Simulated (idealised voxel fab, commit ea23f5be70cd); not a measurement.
process module | voxel lift off
cross-section cut | 180 nm wide | cells 5 nm
A cross-section is a grid of square cells, given in bands from the top down. A band is one or more rows of cells.
Each band's line starts with the height of the band's top and of its bottom, in nm. Then come its materials from left to right, each with its width in nm. One material with "throughout" fills the band from edge to edge. "air" is empty space.
Height 0 is the level under which the wafer as received is all one material. The lowest band goes on downwards, as in "0 down".
A width such as "30 to 40" changes by the same amount from each row of cells to the next, from the band's top row to its bottom row.
"no change" after a step means that no cell of the cross-section changed.
closed voids: empty space of 8 cells or more with no open way to the top, each as width x height at its distance from the left edge, in nm
after a step's settings: what the simulator itself notes on the step
overlay nm, on a step with a mask: how far to the right of its planned place the mask lay; to the left if negative
plan
1 op RECEIVE | material Si
2 op CONFORMAL_DEP | material SiO2 | thk nm 10
3 op PATTERN | tone open | mask id LINES | material resist | width nm 15 | pitch nm 35 | thk nm 15 | overlay nm 0
4 op DIRECTIONAL_DEP | material Ru | thk nm 5
5 op STRIP | etch materials resist
6 op CONFORMAL_DEP | material SiO2 | thk nm 10
as received, after step 1
  0 down: Si throughout
  closed voids: none
first wafer at the end, as planned
  25 to 20: air 35 | SiO2 105 | air 40
  20 to 15: SiO2 throughout
  15 to 10: SiO2 45 | Ru 15 | SiO2 20 | Ru 15 | SiO2 20 | Ru 15 | SiO2 50
  10 to 0: SiO2 throughout
  0 down: Si throughout
  closed voids: none
second wafer at the end: like start, like plan, one mistake
  25 to 20: air 35 | SiO2 105 | air 40
  20 to 15: SiO2 throughout
  15 to 10: SiO2 45 | Ru 15 | SiO2 20 | Ru 15 | SiO2 20 | Ru 15 | SiO2 50
  10 to 0: Ru throughout
  0 down: Si throughout
  closed voids: none
what went wrong: step 2 ran as: op CONFORMAL_DEP | material Ru | thk nm 10
at the end the second wafer has, in cells: 72 more of Ru | 72 fewer of SiO2
